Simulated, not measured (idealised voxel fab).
Module name: voxel ribs on slabs (process module)
Xsec cut, 190 nm wide, square cell size 5 nm.
In this document a cross-section is written as a grid of square cells. It is given as a series of bands, listed from the top down, and a band is one or more rows of cells.
Heads up on the band format: heights come first, top then bottom, in nm. After that it's the materials left to right, each with its width in nm. A single material flagged "all across" fills the whole band edge to edge, and "empty" means there's empty space there.
Height reference: 0 = level under which incoming wafer is all one material. Lowest band: no bottom, runs on downward, e.g. "0 -> down".
Width "30->40": first value at the band's top row of cells, second value at its bottom row, equal change from row to row.
Basically "remained unchanged" means that step didn't change any cell in the cross-section.
"Closed void inventory": empty spaces of 8 cells or more with no open way to the top, each given as width x height at distance, distance from the left edge, all in nm.
Past the settings on a step's line: simulator remark, on that step.
"overlay nm" denotes, for a step that has a mask, the displacement of the mask to the right of its planned place, with negative values corresponding to the left.

[Planned process steps]
1. op RECEIVE | material Si
2. op DIRECTIONAL_DEP | material SiO2 | thk nm 20
3. op DIRECTIONAL_DEP | material SiN | thk nm 25
4. op DIRECTIONAL_DEP | material aC | thk nm 10
5. op PATTERN | tone cover | mask id RIB | material resist | width nm 20 | thk nm 30 | overlay nm 0
6. op DIRECTIONAL_ETCH | etch materials aC | depth nm 10
7. op STRIP | etch materials resist
8. op DIRECTIONAL_ETCH | etch materials SiN | depth nm 10
9. op STRIP | etch materials aC
10. op DIRECTIONAL_DEP | material aC | thk nm 15
11. op PATTERN | tone cover | mask id SLAB | material resist | width nm 80 | thk nm 35 | overlay nm 0
12. op DIRECTIONAL_ETCH | etch materials aC | depth nm 15
13. op STRIP | etch materials resist
14. op DIRECTIONAL_ETCH | etch materials SiN | depth nm 15
15. op STRIP | etch materials aC
16. op FILL_DEP | material SiO2 | thk nm 20
17. op CMP | height nm 55
18. op DIRECTIONAL_DEP | material W | thk nm 5
19. op MASKED_ETCH | tone cover | mask id HEATER | width nm 30 | etch materials W | depth nm 5 | overlay nm 0
20. op CONFORMAL_DEP | material SiN | thk nm 5

[Cross-section of the wafer at receipt, which is the condition after step 1]
    0 -> down | Si all across
    Closed void inventory: none

[The cross-section shown corresponds to the wafer at the conclusion of the module. The initial structure and the process plan are those presented above; however, one mistake occurred in executing the plan]
    65 -> 60 | 75 empty, then 40 SiN, then 75 empty
    60 -> 55 | 80 SiN, then 30 W, then 80 SiN
    55 -> 45 | 85 SiO2, then 20 SiN, then 85 SiO2
    45 -> 30 | 55 SiO2, then 80 SiN, then 55 SiO2
    30 -> 0 | SiO2 all across
    0 -> down | Si all across
    Closed void inventory: none
Deviation noted in wafer processing: step 2 ran differently from the plan; actual operation with settings: op DIRECTIONAL_DEP | material SiO2 | thk nm 30
